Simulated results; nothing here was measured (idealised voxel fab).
process module | voxel double patterning
cross-section cut | 175 nm wide | cells 5 nm
A cross-section is a grid of square cells, given in bands from the top down. A band is one or more rows of cells.
Each band's line starts with the height of the band's top and of its bottom, in nm. Then come its materials from left to right, each with its width in nm. One material with "throughout" fills the band from edge to edge. "air" is empty space.
Height 0 is the level under which the wafer as received is all one material. The lowest band goes on downwards, as in "0 down".
A width such as "30 to 40" changes by the same amount from each row of cells to the next, from the band's top row to its bottom row.
"no change" after a step means that no cell of the cross-section changed.
closed voids: empty space of 8 cells or more with no open way to the top, each as width x height at its distance from the left edge, in nm
after a step's settings: what the simulator itself notes on the step
overlay nm, on a step with a mask: how far to the right of its planned place the mask lay; to the left if negative
plan
1 op RECEIVE | material Si
2 op CONFORMAL_DEP | material SiN | thk nm 10
3 op DIRECTIONAL_DEP | material SiO2 | thk nm 15
4 op DIRECTIONAL_DEP | material SiCN | thk nm 5
5 op MASKED_ETCH | tone open | mask id FIRST | width nm 15 | pitch nm 50 | etch materials SiCN | depth nm 5 | overlay nm 0
6 op DIRECTIONAL_DEP | material aC | thk nm 15
7 op PATTERN | tone open | mask id SECOND | material resist | width nm 15 | thk nm 35 | overlay nm 0
8 op DIRECTIONAL_ETCH | etch materials aC | depth nm 15
9 op STRIP | etch materials resist
10 op DIRECTIONAL_ETCH | etch materials SiCN | depth nm 5
11 op STRIP | etch materials aC
12 op DIRECTIONAL_ETCH | etch materials SiO2 | depth nm 15
13 op STRIP | etch materials SiCN
as received, after step 1
  0 down: Si throughout
  closed voids: none
first wafer at the end, as planned
  25 to 10: SiO2 55 | air 15 | SiO2 10 | air 15 | SiO2 10 | air 15 | SiO2 55
  10 to 0: SiN throughout
  0 down: Si throughout
  closed voids: none
second wafer at the end: like start, like plan, one mistake
  15 to 0: SiO2 55 | air 15 | SiO2 10 | air 15 | SiO2 10 | air 15 | SiO2 55
  0 down: Si throughout
  closed voids: none
what went wrong: step 2 was left out
at the end the second wafer has, in cells: 70 fewer of SiN
